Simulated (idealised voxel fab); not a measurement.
Name of the process module below: voxel fin reveal
FYI the section here is cut, 295 nm wide, cells are 5 nm squares.
We lay out every cross-section as a grid of square cells and spell it out in bands from the top down, where one band means one or more rows of cells.
It is stipulated that each band's entry specify, in nanometres, the height of the top of the band and then that of its bottom, followed by the materials of the band in left-to-right sequence, each together with its width in nanometres. A single material marked by the word "full width" is understood to fill the band from edge to edge; the word "blank" is understood to denote empty space.
The reference from which all heights are counted is 0, the level beneath which the as-received wafer is entirely one material; the lowest band, having no lower bound, proceeds downward and is written after the example "0 -> down".
You'd read "30..40" like this: the band's top row of cells is as wide as the first number, its bottom row is as wide as the second, and going down, every row changes width by the same amount as the row before did.
For the purposes of this document, the phrase "nothing was modified" attached to a step denotes that no cell within the cross-section was modified by that step.
"Entrapped void list" means: voids of 8 cells or more that are shut off from the top with no open way through. Written width x height at distance, distance from the left edge, in nm.
That trailing text on a step's line, after the settings, is the simulator's own remark on the step.
You can add "overlay nm" to a step's line. For a step with a mask, it describes how far the mask lay to the right of its planned position, and a negative number describes a lay to the left.
STEPS PLANNED FOR THE PROCESS
1,RECEIVE: material Si
2,CONFORMAL_DEP: material SiN, thk nm 5
3,PATTERN: tone cover, mask id FINS, material resist, width nm 15, pitch nm 40, thk nm 15, overlay nm 0
4,DIRECTIONAL_ETCH: etch materials SiN, depth nm 5
5,DIRECTIONAL_ETCH: etch materials Si, depth nm 40
6,STRIP: etch materials resist
7,FILL_DEP: material SiO2, thk nm 5
8,CMP: height nm 5
9,SELECTIVE_ETCH: etch materials SiO2, depth nm 30
10,STRIP: etch materials SiN
11,CONFORMAL_DEP: material SiO2, thk nm 5
CROSS-SECTION OF THE WAFER UPON ARRIVAL, REPRESENTING THE STATE REACHED AFTER STEP 1
    0 -> down = Si full width
    Entrapped void list: none
WAFER AT MODULE END, IN SECTION. BEGAN AS ABOVE, PLANNED AS ABOVE, RUN WITH ONE MISTAKE
    15 -> 0 = 65 blank, 165 SiO2, 65 blank
    0 -> -10 = 65 blank, 15 SiO2, 15 Si, 25 SiO2, 15 Si, 25 SiO2, 15 Si, 25 SiO2, 15 Si, 15 SiO2, 65 blank
    -10 -> -40 = 80 SiO2, 15 Si, 25 SiO2, 15 Si, 25 SiO2, 15 Si, 25 SiO2, 15 Si, 80 SiO2
    -40 -> down = Si full width
    Entrapped void list: none
Finding, execution versus plan: step 11: run off-plan, actual operation and settings CONFORMAL_DEP: material SiO2, thk nm 15
